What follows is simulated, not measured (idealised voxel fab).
process module | voxel lift off
cross-section cut | 275 nm wide | cells 5 nm
A cross-section is a grid of square cells, given in bands from the top down. A band is one or more rows of cells.
Each band's line starts with the height of the band's top and of its bottom, in nm. Then come its materials from left to right, each with its width in nm. One material with "throughout" fills the band from edge to edge. "air" is empty space.
Height 0 is the level under which the wafer as received is all one material. The lowest band goes on downwards, as in "0 down".
A width such as "30 to 40" changes by the same amount from each row of cells to the next, from the band's top row to its bottom row.
"no change" after a step means that no cell of the cross-section changed.
closed voids: empty space of 8 cells or more with no open way to the top, each as width x height at its distance from the left edge, in nm
after a step's settings: what the simulator itself notes on the step
overlay nm, on a step with a mask: how far to the right of its planned place the mask lay; to the left if negative
plan
1 op RECEIVE | material Si
2 op CONFORMAL_DEP | material Al2O3 | thk nm 15
3 op PATTERN | tone open | mask id LINES | material resist | width nm 30 | pitch nm 45 | thk nm 25 | overlay nm 0
4 op DIRECTIONAL_DEP | material Ru | thk nm 10
5 op STRIP | etch materials resist
6 op CONFORMAL_DEP | material SiN | thk nm 10
first wafer, as planned
as received, after step 1
  0 down: Si throughout
  closed voids: none
after step 2
  15 to 0: Al2O3 throughout
  below 0: unchanged
after step 3
  40 to 15: resist 75 | air 30 | resist 15 | air 30 | resist 15 | air 30 | resist 80
  below 15: unchanged
after step 4
  50 to 40: Ru 75 | air 30 | Ru 15 | air 30 | Ru 15 | air 30 | Ru 80
  40 to 25: resist 75 | air 30 | resist 15 | air 30 | resist 15 | air 30 | resist 80
  25 to 15: resist 75 | Ru 30 | resist 15 | Ru 30 | resist 15 | Ru 30 | resist 80
  below 15: unchanged
after step 5
  25 to 15: air 75 | Ru 30 | air 15 | Ru 30 | air 15 | Ru 30 | air 80
  below 15: unchanged
after step 6
  35 to 25: air 65 | SiN 140 | air 70
  25 to 15: SiN 75 | Ru 30 | SiN 15 | Ru 30 | SiN 15 | Ru 30 | SiN 80
  below 15: unchanged
second wafer: like start, like plan, one mistake. Through step 2 it matches the first wafer
when step 3 should have ended
  40 to 15: resist 85 | air 30 | resist 15 | air 30 | resist 15 | air 30 | resist 70
  below 15: unchanged
when step 4 should have ended
  50 to 40: Ru 85 | air 30 | Ru 15 | air 30 | Ru 15 | air 30 | Ru 70
  40 to 25: resist 85 | air 30 | resist 15 | air 30 | resist 15 | air 30 | resist 70
  25 to 15: resist 85 | Ru 30 | resist 15 | Ru 30 | resist 15 | Ru 30 | resist 70
  below 15: unchanged
when step 5 should have ended
  25 to 15: air 85 | Ru 30 | air 15 | Ru 30 | air 15 | Ru 30 | air 70
  below 15: unchanged
when step 6 should have ended
  35 to 25: air 75 | SiN 140 | air 60
  25 to 15: SiN 85 | Ru 30 | SiN 15 | Ru 30 | SiN 15 | Ru 30 | SiN 70
  below 15: unchanged
what went wrong: step 3 ran as: op PATTERN | tone open | mask id LINES | material resist | width nm 30 | pitch nm 45 | thk nm 25 | overlay nm 10
at the end the second wafer has, in cells: as many of each material as the first, in other places
